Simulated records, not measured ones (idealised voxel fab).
process module | voxel transistor to metal
cross-section cut | 250 nm wide | cells 5 nm
A cross-section is a grid of square cells, given in bands from the top down. A band is one or more rows of cells.
Each band's line starts with the height of the band's top and of its bottom, in nm. Then come its materials from left to right, each with its width in nm. One material with "throughout" fills the band from edge to edge. "air" is empty space.
Height 0 is the level under which the wafer as received is all one material. The lowest band goes on downwards, as in "0 down".
A width such as "30 to 40" changes by the same amount from each row of cells to the next, from the band's top row to its bottom row.
"no change" after a step means that no cell of the cross-section changed.
closed voids: empty space of 8 cells or more with no open way to the top, each as width x height at its distance from the left edge, in nm
after a step's settings: what the simulator itself notes on the step
overlay nm, on a step with a mask: how far to the right of its planned place the mask lay; to the left if negative
Each pair below shows a cross-section before one step and the cross-section after it, down to the lowest band that changed. The line under each pair gives the step between them, with its settings. The pairs can come from different runs of this module on the same starting wafer, so a pair continues from the pair above only where its "before" says so.
before
  90 to 80: aC throughout
  80 to 55: lowk throughout
  55 to 50: SiN throughout
  50 to 35: SiO2 20 | TiN 5 | Ru 10 | TiN 5 | SiO2 50 | TiN 5 | Ru 10 | TiN 5 | SiO2 30 | TiN 5 | Ru 10 | TiN 5 | SiO2 50 | TiN 5 | Ru 10 | TiN 5 | SiO2 20
  35 to 25: SiO2 20 | TiN 5 | Ru 10 | TiN 5 | SiO2 5 | SiN 5 | SiO2 5 | SiCN 20 | SiO2 5 | SiN 5 | SiO2 5 | TiN 5 | Ru 10 | TiN 5 | SiO2 30 | TiN 5 | Ru 10 | TiN 5 | SiO2 5 | SiN 5 | SiO2 5 | SiCN 20 | SiO2 5 | SiN 5 | SiO2 5 | TiN 5 | Ru 10 | TiN 5 | SiO2 20
  25 to 10: SiO2 20 | TiN 5 | Ru 10 | TiN 5 | SiO2 5 | SiN 5 | SiO2 5 | polySi 20 | SiO2 5 | SiN 5 | SiO2 5 | TiN 5 | Ru 10 | TiN 5 | SiO2 30 | TiN 5 | Ru 10 | TiN 5 | SiO2 5 | SiN 5 | SiO2 5 | polySi 20 | SiO2 5 | SiN 5 | SiO2 5 | TiN 5 | Ru 10 | TiN 5 | SiO2 20
  10 to 5: SiO2 20 | TiN 20 | SiO2 5 | SiN 5 | SiO2 5 | polySi 20 | SiO2 5 | SiN 5 | SiO2 5 | TiN 20 | SiO2 30 | TiN 20 | SiO2 5 | SiN 5 | SiO2 5 | polySi 20 | SiO2 5 | SiN 5 | SiO2 5 | TiN 20 | SiO2 20
  5 to -5: SiO2 20 | TiN 10 | pSi 15 | SiN 5 | SiO2 5 | polySi 20 | SiO2 5 | SiN 5 | pSi 15 | TiN 10 | SiO2 30 | TiN 10 | pSi 15 | SiN 5 | SiO2 5 | polySi 20 | SiO2 5 | SiN 5 | pSi 15 | TiN 10 | SiO2 20
  -5 to -10: SiO2 20 | TiN 10 | pSi 15 | SiO2 40 | pSi 15 | TiN 10 | SiO2 30 | TiN 10 | pSi 15 | SiO2 40 | pSi 15 | TiN 10 | SiO2 20
  -10 to -25: SiO2 20 | pSi 25 | Si 40 | pSi 25 | SiO2 30 | pSi 25 | Si 40 | pSi 25 | SiO2 20
  -25 to -45: SiO2 20 | Si 90 | SiO2 30 | Si 90 | SiO2 20
  -45 down: Si throughout
  closed voids: none
after
  115 to 90: resist 15 | air 30 | resist 40 | air 30 | resist 20 | air 30 | resist 40 | air 30 | resist 15
  below 90: unchanged
  closed voids: none
the step between: op PATTERN | tone open | mask id METAL_1 | material resist | width nm 30 | thk nm 25 | overlay nm 0
before: the cross-section after the pair above
after
  105 to 90: resist 15 | air 30 | resist 40 | air 30 | resist 20 | air 30 | resist 40 | air 30 | resist 15
  90 to 80: aC 15 | air 30 | aC 40 | air 30 | aC 20 | air 30 | aC 40 | air 30 | aC 15
  below 80: unchanged
  closed voids: none
the step between: op DIRECTIONAL_ETCH | etch materials aC | depth nm 10
before: the cross-section after the pair above
after
  90 to 80: aC 15 | air 30 | aC 40 | air 30 | aC 20 | air 30 | aC 40 | air 30 | aC 15
  below 80: unchanged
  closed voids: none
the step between: op STRIP | etch materials resist
before: the cross-section after the pair above
after
  90 to 80: aC 15 | air 30 | aC 40 | air 30 | aC 20 | air 30 | aC 40 | air 30 | aC 15
  80 to 55: lowk 15 | air 30 | lowk 40 | air 30 | lowk 20 | air 30 | lowk 40 | air 30 | lowk 15
  below 55: unchanged
  closed voids: none
the step between: op DIRECTIONAL_ETCH | etch materials lowk | depth nm 25
before: the cross-section after the pair above
after
  90 to 80: aC 15 | air 30 | aC 40 | air 30 | aC 20 | air 30 | aC 40 | air 30 | aC 15
  80 to 55: lowk 15 | air 30 | lowk 40 | air 30 | lowk 20 | air 30 | lowk 40 | air 30 | lowk 15
  55 to 50: SiN 15 | air 30 | SiN 40 | air 30 | SiN 20 | air 30 | SiN 40 | air 30 | SiN 15
  below 50: unchanged
  closed voids: none
the step between: op DIRECTIONAL_ETCH | etch materials SiN | depth nm 5
before: the cross-section after the pair above
after
  80 to 55: lowk 15 | air 30 | lowk 40 | air 30 | lowk 20 | air 30 | lowk 40 | air 30 | lowk 15
  below 55: unchanged
  closed voids: none
the step between: op STRIP | etch materials aC
before: the cross-section after the pair above
after
  85 to 80: TiN 20 | air 20 | TiN 50 | air 20 | TiN 30 | air 20 | TiN 50 | air 20 | TiN 20
  80 to 55: lowk 15 | TiN 5 | air 20 | TiN 5 | lowk 40 | TiN 5 | air 20 | TiN 5 | lowk 20 | TiN 5 | air 20 | TiN 5 | lowk 40 | TiN 5 | air 20 | TiN 5 | lowk 15
  55 to 50: SiN 15 | TiN 30 | SiN 40 | TiN 30 | SiN 20 | TiN 30 | SiN 40 | TiN 30 | SiN 15
  below 50: unchanged
  closed voids: none
the step between: op CONFORMAL_DEP | material TiN | thk nm 5
before: the cross-section after the pair above
after
  90 to 85: Cu throughout
  85 to 80: TiN 20 | Cu 20 | TiN 50 | Cu 20 | TiN 30 | Cu 20 | TiN 50 | Cu 20 | TiN 20
  80 to 55: lowk 15 | TiN 5 | Cu 20 | TiN 5 | lowk 40 | TiN 5 | Cu 20 | TiN 5 | lowk 20 | TiN 5 | Cu 20 | TiN 5 | lowk 40 | TiN 5 | Cu 20 | TiN 5 | lowk 15
  below 55: unchanged
  closed voids: none
the step between: op FILL_DEP | material Cu | thk nm 5
before: the cross-section after the pair above
after
  80 to 55: lowk 15 | TiN 5 | Cu 20 | TiN 5 | lowk 40 | TiN 5 | Cu 20 | TiN 5 | lowk 20 | TiN 5 | Cu 20 | TiN 5 | lowk 40 | TiN 5 | Cu 20 | TiN 5 | lowk 15
  below 55: unchanged
  closed voids: none
the step between: op CMP | height nm 80
before: the cross-section after the pair above
after
  85 to 80: SiCN throughout
  below 80: unchanged
  closed voids: none
the step between: op CONFORMAL_DEP | material SiCN | thk nm 5
before: the cross-section after the pair above
after
  110 to 85: lowk throughout
  below 85: unchanged
  closed voids: none
the step between: op DIRECTIONAL_DEP | material lowk | thk nm 25
before: the cross-section after the pair above
after
  130 to 110: resist 20 | air 20 | resist 100 | air 20 | resist 90
  below 110: unchanged
  closed voids: none
the step between: op PATTERN | tone open | mask id METAL_2 | material resist | width nm 20 | pitch nm 120 | thk nm 20 | overlay nm 0
before: the cross-section after the pair above
after
  130 to 110: resist 20 | air 20 | resist 100 | air 20 | resist 90
  110 to 95: lowk 20 | air 20 | lowk 100 | air 20 | lowk 90
  below 95: unchanged
  closed voids: none
the step between: op DIRECTIONAL_ETCH | etch materials lowk | depth nm 15
before: the cross-section after the pair above
after
  110 to 95: lowk 20 | air 20 | lowk 100 | air 20 | lowk 90
  below 95: unchanged
  closed voids: none
the step between: op STRIP | etch materials resist
before: the cross-section after the pair above
after
  130 to 110: resist 20 | air 15 | resist 105 | air 15 | resist 95
  110 to 95: lowk 20 | air 15 | resist 5 | lowk 100 | air 15 | resist 5 | lowk 90
  below 95: unchanged
  closed voids: none
the step between: op PATTERN | tone open | mask id METAL_2_HOLES | material resist | width nm 15 | pitch nm 120 | thk nm 20 | overlay nm 0
before: the cross-section after the pair above
after
  130 to 110: resist 20 | air 15 | resist 105 | air 15 | resist 95
  110 to 95: lowk 20 | air 15 | resist 5 | lowk 100 | air 15 | resist 5 | lowk 90
  95 to 85: lowk 20 | air 15 | lowk 105 | air 15 | lowk 95
  below 85: unchanged
  closed voids: none
the step between: op DIRECTIONAL_ETCH | etch materials lowk | depth nm 10
before: the cross-section after the pair above
after
  130 to 110: resist 20 | air 15 | resist 105 | air 15 | resist 95
  110 to 95: lowk 20 | air 15 | resist 5 | lowk 100 | air 15 | resist 5 | lowk 90
  95 to 85: lowk 20 | air 15 | lowk 105 | air 15 | lowk 95
  85 to 80: SiCN 20 | air 15 | SiCN 105 | air 15 | SiCN 95
  below 80: unchanged
  closed voids: none
the step between: op DIRECTIONAL_ETCH | etch materials SiCN | depth nm 5
before: the cross-section after the pair above
after
  110 to 95: lowk 20 | air 20 | lowk 100 | air 20 | lowk 90
  below 95: unchanged
  closed voids: none
the step between: op STRIP | etch materials resist
before: the cross-section after the pair above
after
  115 to 110: TiN 25 | air 10 | TiN 110 | air 10 | TiN 95
  110 to 100: lowk 20 | TiN 5 | air 10 | TiN 5 | lowk 100 | TiN 5 | air 10 | TiN 5 | lowk 90
  100 to 95: lowk 20 | TiN 5 | air 5 | TiN 10 | lowk 100 | TiN 5 | air 5 | TiN 10 | lowk 90
  95 to 85: lowk 20 | TiN 5 | air 5 | TiN 5 | lowk 105 | TiN 5 | air 5 | TiN 5 | lowk 95
  85 to 80: SiCN 20 | TiN 15 | SiCN 105 | TiN 15 | SiCN 95
  below 80: unchanged
  closed voids: none
the step between: op CONFORMAL_DEP | material TiN | thk nm 5
before: the cross-section after the pair above
after
  125 to 115: Cu throughout
  115 to 110: TiN 25 | Cu 10 | TiN 110 | Cu 10 | TiN 95
  110 to 100: lowk 20 | TiN 5 | Cu 10 | TiN 5 | lowk 100 | TiN 5 | Cu 10 | TiN 5 | lowk 90
  100 to 95: lowk 20 | TiN 5 | Cu 5 | TiN 10 | lowk 100 | TiN 5 | Cu 5 | TiN 10 | lowk 90
  95 to 85: lowk 20 | TiN 5 | Cu 5 | TiN 5 | lowk 105 | TiN 5 | Cu 5 | TiN 5 | lowk 95
  below 85: unchanged
  closed voids: none
the step between: op FILL_DEP | material Cu | thk nm 10
before: the cross-section after the pair above
after
  110 to 100: lowk 20 | TiN 5 | Cu 10 | TiN 5 | lowk 100 | TiN 5 | Cu 10 | TiN 5 | lowk 90
  below 100: unchanged
  closed voids: none
the step between: op CMP | height nm 110
before: the cross-section after the pair above
after
  115 to 110: SiN throughout
  below 110: unchanged
  closed voids: none
the step between: op CONFORMAL_DEP | material SiN | thk nm 5
before
  35 to 25: SiCN throughout
  25 to -5: polySi throughout
  -5 to -10: SiO2 throughout
  -10 to -45: SiO2 20 | Si 90 | SiO2 30 | Si 90 | SiO2 20
  -45 down: Si throughout
  closed voids: none
after
  35 to 25: air 50 | SiCN 20 | air 100 | SiCN 20 | air 60
  below 25: unchanged
  closed voids: none
the step between: op MASKED_ETCH | tone cover | mask id GATE | width nm 20 | pitch nm 120 | etch materials SiCN | depth nm 20 | overlay nm -5
before: the cross-section after the pair above
after
  35 to 25: air 50 | SiCN 20 | air 100 | SiCN 20 | air 60
  25 to -5: air 50 | polySi 25 | air 95 | polySi 25 | air 55
  below -5: unchanged
  closed voids: none
the step between: op MASKED_ETCH | tone cover | mask id GATE | width nm 20 | pitch nm 120 | etch materials polySi | depth nm 40 | overlay nm 0
before: the cross-section after the pair above
after
  40 to 35: air 45 | SiO2 30 | air 90 | SiO2 30 | air 55
  35 to 25: air 45 | SiO2 5 | SiCN 20 | SiO2 5 to 10 | air 90 to 85 | SiO2 5 | SiCN 20 | SiO2 5 to 10 | air 55 to 50
  25 to 0: air 45 | SiO2 5 | polySi 25 | SiO2 5 | air 85 | SiO2 5 | polySi 25 | SiO2 5 | air 50
  0 to -5: SiO2 50 | polySi 25 | SiO2 95 | polySi 25 | SiO2 55
  below -5: unchanged
  closed voids: none
the step between: op CONFORMAL_DEP | material SiO2 | thk nm 5
before: the cross-section after the pair above
after
  35 to 25: air 45 | SiO2 5 | SiCN 20 | SiO2 5 | air 90 | SiO2 5 | SiCN 20 | SiO2 5 | air 55
  25 to -5: air 45 | SiO2 5 | polySi 25 | SiO2 5 | air 85 | SiO2 5 | polySi 25 | SiO2 5 | air 50
  below -5: unchanged
  closed voids: none
the step between: op DIRECTIONAL_ETCH | etch materials SiO2 | depth nm 5
before: the cross-section after the pair above
after
  40 to 35: air 40 | SiN 40 | air 80 | SiN 40 | air 50
  35 to 25: air 40 | SiN 5 | SiO2 5 | SiCN 20 | SiO2 5 | SiN 5 to 10 | air 80 to 75 | SiN 5 | SiO2 5 | SiCN 20 | SiO2 5 | SiN 5 to 10 | air 50 to 45
  25 to 0: air 40 | SiN 5 | SiO2 5 | polySi 25 | SiO2 5 | SiN 5 | air 75 | SiN 5 | SiO2 5 | polySi 25 | SiO2 5 | SiN 5 | air 45
  0 to -5: SiN 45 | SiO2 5 | polySi 25 | SiO2 5 | SiN 85 | SiO2 5 | polySi 25 | SiO2 5 | SiN 50
  below -5: unchanged
  closed voids: none
the step between: op CONFORMAL_DEP | material SiN | thk nm 5
before: the cross-section after the pair above
after
  35 to 25: air 40 | SiN 5 | SiO2 5 | SiCN 20 | SiO2 5 | SiN 5 | air 80 | SiN 5 | SiO2 5 | SiCN 20 | SiO2 5 | SiN 5 | air 50
  25 to -5: air 40 | SiN 5 | SiO2 5 | polySi 25 | SiO2 5 | SiN 5 | air 75 | SiN 5 | SiO2 5 | polySi 25 | SiO2 5 | SiN 5 | air 45
  below -5: unchanged
  closed voids: none
the step between: op DIRECTIONAL_ETCH | etch materials SiN | depth nm 5
before: the cross-section after the pair above
after
  35 to 30: air 40 | SiN 5 | air 5 | SiCN 20 | air 5 | SiN 5 | air 80 | SiN 5 | air 5 | SiCN 20 | air 5 | SiN 5 | air 50
  30 to 25: air 40 | SiN 5 | SiO2 5 | SiCN 20 | SiO2 5 | SiN 5 | air 80 | SiN 5 | SiO2 5 | SiCN 20 | SiO2 5 | SiN 5 | air 50
  25 to -5: air 40 | SiN 5 | SiO2 5 | polySi 25 | SiO2 5 | SiN 5 | air 75 | SiN 5 | SiO2 5 | polySi 25 | SiO2 5 | SiN 5 | air 45
  -5 to -10: air 40 | SiO2 45 | air 75 | SiO2 45 | air 45
  below -10: unchanged
  closed voids: none
the step between: op DIRECTIONAL_ETCH | etch materials SiO2 | depth nm 5
before: the cross-section after the pair above
after
  35 to 30: air 40 | SiN 5 | air 5 | SiCN 20 | air 5 | SiN 5 | air 80 | SiN 5 | air 5 | SiCN 20 | air 5 | SiN 5 | air 50
  30 to 25: air 40 | SiN 5 | SiO2 5 | SiCN 20 | SiO2 5 | SiN 5 | air 80 | SiN 5 | SiO2 5 | SiCN 20 | SiO2 5 | SiN 5 | air 50
  25 to -5: air 40 | SiN 5 | SiO2 5 | polySi 25 | SiO2 5 | SiN 5 | air 75 | SiN 5 | SiO2 5 | polySi 25 | SiO2 5 | SiN 5 | air 45
  -5 to -10: air 40 | SiO2 45 | air 75 | SiO2 45 | air 45
  -10 to -25: SiO2 20 | air 20 | Si 45 | air 25 | SiO2 30 | air 20 | Si 45 | air 25 | SiO2 20
  below -25: unchanged
  closed voids: none
the step between: op DIRECTIONAL_ETCH | etch materials Si | depth nm 15
before: the cross-section after the pair above
after
  35 to 30: air 40 | SiN 5 | air 5 | SiCN 20 | air 5 | SiN 5 | air 80 | SiN 5 | air 5 | SiCN 20 | air 5 | SiN 5 | air 50
  30 to 25: air 40 | SiN 5 | SiO2 5 | SiCN 20 | SiO2 5 | SiN 5 | air 80 | SiN 5 | SiO2 5 | SiCN 20 | SiO2 5 | SiN 5 | air 50
  25 to 5: air 40 | SiN 5 | SiO2 5 | polySi 25 | SiO2 5 | SiN 5 | air 75 | SiN 5 | SiO2 5 | polySi 25 | SiO2 5 | SiN 5 | air 45
  5 to -5: air 25 | pSi 15 | SiN 5 | SiO2 5 | polySi 25 | SiO2 5 | SiN 5 | pSi 15 | air 45 | pSi 15 | SiN 5 | SiO2 5 | polySi 25 | SiO2 5 | SiN 5 | pSi 15 | air 30
  -5 to -10: air 25 | pSi 15 | SiO2 45 | pSi 15 | air 45 | pSi 15 | SiO2 45 | pSi 15 | air 30
  -10 to -25: SiO2 20 | pSi 20 | Si 45 | pSi 25 | SiO2 30 | pSi 20 | Si 45 | pSi 25 | SiO2 20
  below -25: unchanged
  closed voids: none
the step between: op EPI | material pSi | thk nm 15
before: the cross-section after the pair above
after
  45 to 35: SiO2 throughout
  35 to 25: SiO2 40 | SiN 5 | SiO2 5 | SiCN 20 | SiO2 5 | SiN 5 | SiO2 80 | SiN 5 | SiO2 5 | SiCN 20 | SiO2 5 | SiN 5 | SiO2 50
  25 to 5: SiO2 40 | SiN 5 | SiO2 5 | polySi 25 | SiO2 5 | SiN 5 | SiO2 75 | SiN 5 | SiO2 5 | polySi 25 | SiO2 5 | SiN 5 | SiO2 45
  5 to -5: SiO2 25 | pSi 15 | SiN 5 | SiO2 5 | polySi 25 | SiO2 5 | SiN 5 | pSi 15 | SiO2 45 | pSi 15 | SiN 5 | SiO2 5 | polySi 25 | SiO2 5 | SiN 5 | pSi 15 | SiO2 30
  -5 to -10: SiO2 25 | pSi 15 | SiO2 45 | pSi 15 | SiO2 45 | pSi 15 | SiO2 45 | pSi 15 | SiO2 30
  below -10: unchanged
  closed voids: none
the step between: op FILL_DEP | material SiO2 | thk nm 10
before: the cross-section after the pair above
after
  35 to 25: SiO2 40 | SiN 5 | SiO2 5 | SiCN 20 | SiO2 5 | SiN 5 | SiO2 80 | SiN 5 | SiO2 5 | SiCN 20 | SiO2 5 | SiN 5 | SiO2 50
  below 25: unchanged
  closed voids: none
the step between: op CMP | height nm 35
before: the cross-section after the pair above
after
  50 to 35: SiO2 throughout
  below 35: unchanged
  closed voids: none
the step between: op DIRECTIONAL_DEP | material SiO2 | thk nm 15
before: the cross-section after the pair above
after
  50 to 35: SiO2 20 | air 20 | SiO2 50 | air 20 | SiO2 30 | air 20 | SiO2 50 | air 20 | SiO2 20
  35 to 25: SiO2 20 | air 20 | SiN 5 | SiO2 5 | SiCN 20 | SiO2 5 | SiN 5 | SiO2 10 | air 20 | SiO2 30 | air 20 | SiN 5 | SiO2 5 | SiCN 20 | SiO2 5 | SiN 5 | SiO2 10 | air 20 | SiO2 20
  25 to 5: SiO2 20 | air 20 | SiN 5 | SiO2 5 | polySi 25 | SiO2 5 | SiN 5 | SiO2 5 | air 20 | SiO2 30 | air 20 | SiN 5 | SiO2 5 | polySi 25 | SiO2 5 | SiN 5 | SiO2 5 | air 20 | SiO2 20
  5 to -5: SiO2 20 | air 5 | pSi 15 | SiN 5 | SiO2 5 | polySi 25 | SiO2 5 | SiN 5 | pSi 15 | air 10 | SiO2 30 | air 5 | pSi 15 | SiN 5 | SiO2 5 | polySi 25 | SiO2 5 | SiN 5 | pSi 15 | air 10 | SiO2 20
  -5 to -10: SiO2 20 | air 5 | pSi 15 | SiO2 45 | pSi 15 | air 10 | SiO2 30 | air 5 | pSi 15 | SiO2 45 | pSi 15 | air 10 | SiO2 20
  below -10: unchanged
  closed voids: none
the step between: op MASKED_ETCH | tone open | mask id CONTACT | width nm 20 | etch materials SiO2 | depth nm 60 | overlay nm 0
before: the cross-section after the pair above
after
  55 to 50: TiN 25 | air 10 | TiN 60 | air 10 | TiN 40 | air 10 | TiN 60 | air 10 | TiN 25
  50 to 35: SiO2 20 | TiN 5 | air 10 | TiN 5 | SiO2 50 | TiN 5 | air 10 | TiN 5 | SiO2 30 | TiN 5 | air 10 | TiN 5 | SiO2 50 | TiN 5 | air 10 | TiN 5 | SiO2 20
  35 to 25: SiO2 20 | TiN 5 | air 10 | TiN 5 | SiN 5 | SiO2 5 | SiCN 20 | SiO2 5 | SiN 5 | SiO2 10 | TiN 5 | air 10 | TiN 5 | SiO2 30 | TiN 5 | air 10 | TiN 5 | SiN 5 | SiO2 5 | SiCN 20 | SiO2 5 | SiN 5 | SiO2 10 | TiN 5 | air 10 | TiN 5 | SiO2 20
  25 to 10: SiO2 20 | TiN 5 | air 10 | TiN 5 | SiN 5 | SiO2 5 | polySi 25 | SiO2 5 | SiN 5 | SiO2 5 | TiN 5 | air 10 | TiN 5 | SiO2 30 | TiN 5 | air 10 | TiN 5 | SiN 5 | SiO2 5 | polySi 25 | SiO2 5 | SiN 5 | SiO2 5 | TiN 5 | air 10 | TiN 5 | SiO2 20
  10 to 5: SiO2 20 | TiN 20 | SiN 5 | SiO2 5 | polySi 25 | SiO2 5 | SiN 5 | SiO2 5 | TiN 20 | SiO2 30 | TiN 20 | SiN 5 | SiO2 5 | polySi 25 | SiO2 5 | SiN 5 | SiO2 5 | TiN 20 | SiO2 20
  5 to -5: SiO2 20 | TiN 5 | pSi 15 | SiN 5 | SiO2 5 | polySi 25 | SiO2 5 | SiN 5 | pSi 15 | TiN 10 | SiO2 30 | TiN 5 | pSi 15 | SiN 5 | SiO2 5 | polySi 25 | SiO2 5 | SiN 5 | pSi 15 | TiN 10 | SiO2 20
  -5 to -10: SiO2 20 | TiN 5 | pSi 15 | SiO2 45 | pSi 15 | TiN 10 | SiO2 30 | TiN 5 | pSi 15 | SiO2 45 | pSi 15 | TiN 10 | SiO2 20
  below -10: unchanged
  closed voids: none
the step between: op CONFORMAL_DEP | material TiN | thk nm 5
before: the cross-section after the pair above
after
  65 to 55: Ru throughout
  55 to 50: TiN 25 | Ru 10 | TiN 60 | Ru 10 | TiN 40 | Ru 10 | TiN 60 | Ru 10 | TiN 25
  50 to 35: SiO2 20 | TiN 5 | Ru 10 | TiN 5 | SiO2 50 | TiN 5 | Ru 10 | TiN 5 | SiO2 30 | TiN 5 | Ru 10 | TiN 5 | SiO2 50 | TiN 5 | Ru 10 | TiN 5 | SiO2 20
  35 to 25: SiO2 20 | TiN 5 | Ru 10 | TiN 5 | SiN 5 | SiO2 5 | SiCN 20 | SiO2 5 | SiN 5 | SiO2 10 | TiN 5 | Ru 10 | TiN 5 | SiO2 30 | TiN 5 | Ru 10 | TiN 5 | SiN 5 | SiO2 5 | SiCN 20 | SiO2 5 | SiN 5 | SiO2 10 | TiN 5 | Ru 10 | TiN 5 | SiO2 20
  25 to 10: SiO2 20 | TiN 5 | Ru 10 | TiN 5 | SiN 5 | SiO2 5 | polySi 25 | SiO2 5 | SiN 5 | SiO2 5 | TiN 5 | Ru 10 | TiN 5 | SiO2 30 | TiN 5 | Ru 10 | TiN 5 | SiN 5 | SiO2 5 | polySi 25 | SiO2 5 | SiN 5 | SiO2 5 | TiN 5 | Ru 10 | TiN 5 | SiO2 20
  below 10: unchanged
  closed voids: none
the step between: op FILL_DEP | material Ru | thk nm 10
before: the cross-section after the pair above
after
  50 to 35: SiO2 20 | TiN 5 | Ru 10 | TiN 5 | SiO2 50 | TiN 5 | Ru 10 | TiN 5 | SiO2 30 | TiN 5 | Ru 10 | TiN 5 | SiO2 50 | TiN 5 | Ru 10 | TiN 5 | SiO2 20
  below 35: unchanged
  closed voids: none
the step between: op CMP | height nm 50
before: the cross-section after the pair above
after
  55 to 50: SiN throughout
  below 50: unchanged
  closed voids: none
the step between: op CONFORMAL_DEP | material SiN | thk nm 5
before: the cross-section after the pair above
after
  80 to 55: lowk throughout
  below 55: unchanged
  closed voids: none
the step between: op DIRECTIONAL_DEP | material lowk | thk nm 25
before: the cross-section after the pair above
after
  90 to 80: aC throughout
  below 80: unchanged
  closed voids: none
the step between: op DIRECTIONAL_DEP | material aC | thk nm 10
before: the cross-section after the pair above
after
  115 to 90: resist 20 | air 20 | resist 50 | air 20 | resist 30 | air 20 | resist 50 | air 20 | resist 20
  below 90: unchanged
  closed voids: none
the step between: op PATTERN | tone open | mask id METAL_1 | material resist | width nm 20 | thk nm 25 | overlay nm 0
before: the cross-section after the pair above
after
  105 to 90: resist 20 | air 20 | resist 50 | air 20 | resist 30 | air 20 | resist 50 | air 20 | resist 20
  90 to 80: aC 20 | air 20 | aC 50 | air 20 | aC 30 | air 20 | aC 50 | air 20 | aC 20
  below 80: unchanged
  closed voids: none
the step between: op DIRECTIONAL_ETCH | etch materials aC | depth nm 10
before: the cross-section after the pair above
after
  90 to 80: aC 20 | air 20 | aC 50 | air 20 | aC 30 | air 20 | aC 50 | air 20 | aC 20
  below 80: unchanged
  closed voids: none
the step between: op STRIP | etch materials resist
before: the cross-section after the pair above
after
  90 to 80: aC 20 | air 20 | aC 50 | air 20 | aC 30 | air 20 | aC 50 | air 20 | aC 20
  80 to 55: lowk 20 | air 20 | lowk 50 | air 20 | lowk 30 | air 20 | lowk 50 | air 20 | lowk 20
  below 55: unchanged
  closed voids: none
the step between: op DIRECTIONAL_ETCH | etch materials lowk | depth nm 25
before: the cross-section after the pair above
after
  90 to 80: aC 20 | air 20 | aC 50 | air 20 | aC 30 | air 20 | aC 50 | air 20 | aC 20
  80 to 55: lowk 20 | air 20 | lowk 50 | air 20 | lowk 30 | air 20 | lowk 50 | air 20 | lowk 20
  55 to 50: SiN 20 | air 20 | SiN 50 | air 20 | SiN 30 | air 20 | SiN 50 | air 20 | SiN 20
  below 50: unchanged
  closed voids: none
the step between: op DIRECTIONAL_ETCH | etch materials SiN | depth nm 5
before: the cross-section after the pair above
after
  80 to 55: lowk 20 | air 20 | lowk 50 | air 20 | lowk 30 | air 20 | lowk 50 | air 20 | lowk 20
  below 55: unchanged
  closed voids: none
the step between: op STRIP | etch materials aC
before: the cross-section after the pair above
after
  85 to 80: TiN 25 | air 10 | TiN 60 | air 10 | TiN 40 | air 10 | TiN 60 | air 10 | TiN 25
  80 to 55: lowk 20 | TiN 5 | air 10 | TiN 5 | lowk 50 | TiN 5 | air 10 | TiN 5 | lowk 30 | TiN 5 | air 10 | TiN 5 | lowk 50 | TiN 5 | air 10 | TiN 5 | lowk 20
  55 to 50: SiN 20 | TiN 20 | SiN 50 | TiN 20 | SiN 30 | TiN 20 | SiN 50 | TiN 20 | SiN 20
  below 50: unchanged
  closed voids: none
the step between: op CONFORMAL_DEP | material TiN | thk nm 5
before: the cross-section after the pair above
after
  90 to 85: Cu throughout
  85 to 80: TiN 25 | Cu 10 | TiN 60 | Cu 10 | TiN 40 | Cu 10 | TiN 60 | Cu 10 | TiN 25
  80 to 55: lowk 20 | TiN 5 | Cu 10 | TiN 5 | lowk 50 | TiN 5 | Cu 10 | TiN 5 | lowk 30 | TiN 5 | Cu 10 | TiN 5 | lowk 50 | TiN 5 | Cu 10 | TiN 5 | lowk 20
  below 55: unchanged
  closed voids: none
the step between: op FILL_DEP | material Cu | thk nm 5
before: the cross-section after the pair above
after
  80 to 55: lowk 20 | TiN 5 | Cu 10 | TiN 5 | lowk 50 | TiN 5 | Cu 10 | TiN 5 | lowk 30 | TiN 5 | Cu 10 | TiN 5 | lowk 50 | TiN 5 | Cu 10 | TiN 5 | lowk 20
  below 55: unchanged
  closed voids: none
the step between: op CMP | height nm 80
before: the cross-section after the pair above
after
  85 to 80: SiCN throughout
  below 80: unchanged
  closed voids: none
the step between: op CONFORMAL_DEP | material SiCN | thk nm 5
before: the cross-section after the pair above
after
  110 to 85: lowk throughout
  below 85: unchanged
  closed voids: none
the step between: op DIRECTIONAL_DEP | material lowk | thk nm 25
before: the cross-section after the pair above
after
  130 to 110: resist 20 | air 20 | resist 100 | air 20 | resist 90
  below 110: unchanged
  closed voids: none
the step between: op PATTERN | tone open | mask id METAL_2 | material resist | width nm 20 | pitch nm 120 | thk nm 20 | overlay nm 0
before: the cross-section after the pair above
after
  130 to 110: resist 20 | air 20 | resist 100 | air 20 | resist 90
  110 to 95: lowk 20 | air 20 | lowk 100 | air 20 | lowk 90
  below 95: unchanged
  closed voids: none
the step between: op DIRECTIONAL_ETCH | etch materials lowk | depth nm 15
before: the cross-section after the pair above
after
  110 to 95: lowk 20 | air 20 | lowk 100 | air 20 | lowk 90
  below 95: unchanged
  closed voids: none
the step between: op STRIP | etch materials resist
before: the cross-section after the pair above
after
  130 to 110: resist 20 | air 15 | resist 105 | air 15 | resist 95
  110 to 95: lowk 20 | air 15 | resist 5 | lowk 100 | air 15 | resist 5 | lowk 90
  below 95: unchanged
  closed voids: none
the step between: op PATTERN | tone open | mask id METAL_2_HOLES | material resist | width nm 15 | pitch nm 120 | thk nm 20 | overlay nm 0
before: the cross-section after the pair above
after
  130 to 110: resist 20 | air 15 | resist 105 | air 15 | resist 95
  110 to 95: lowk 20 | air 15 | resist 5 | lowk 100 | air 15 | resist 5 | lowk 90
  95 to 85: lowk 20 | air 15 | lowk 105 | air 15 | lowk 95
  below 85: unchanged
  closed voids: none
the step between: op DIRECTIONAL_ETCH | etch materials lowk | depth nm 10
before: the cross-section after the pair above
after
  130 to 110: resist 20 | air 15 | resist 105 | air 15 | resist 95
  110 to 95: lowk 20 | air 15 | resist 5 | lowk 100 | air 15 | resist 5 | lowk 90
  95 to 85: lowk 20 | air 15 | lowk 105 | air 15 | lowk 95
  85 to 80: SiCN 20 | air 15 | SiCN 105 | air 15 | SiCN 95
  below 80: unchanged
  closed voids: none
the step between: op DIRECTIONAL_ETCH | etch materials SiCN | depth nm 5
before: the cross-section after the pair above
after
  110 to 95: lowk 20 | air 20 | lowk 100 | air 20 | lowk 90
  below 95: unchanged
  closed voids: none
the step between: op STRIP | etch materials resist
before: the cross-section after the pair above
after
  115 to 110: TiN 25 | air 10 | TiN 110 | air 10 | TiN 95
  110 to 100: lowk 20 | TiN 5 | air 10 | TiN 5 | lowk 100 | TiN 5 | air 10 | TiN 5 | lowk 90
  100 to 95: lowk 20 | TiN 5 | air 5 | TiN 10 | lowk 100 | TiN 5 | air 5 | TiN 10 | lowk 90
  95 to 85: lowk 20 | TiN 5 | air 5 | TiN 5 | lowk 105 | TiN 5 | air 5 | TiN 5 | lowk 95
  85 to 80: SiCN 20 | TiN 15 | SiCN 105 | TiN 15 | SiCN 95
  below 80: unchanged
  closed voids: none
the step between: op CONFORMAL_DEP | material TiN | thk nm 5
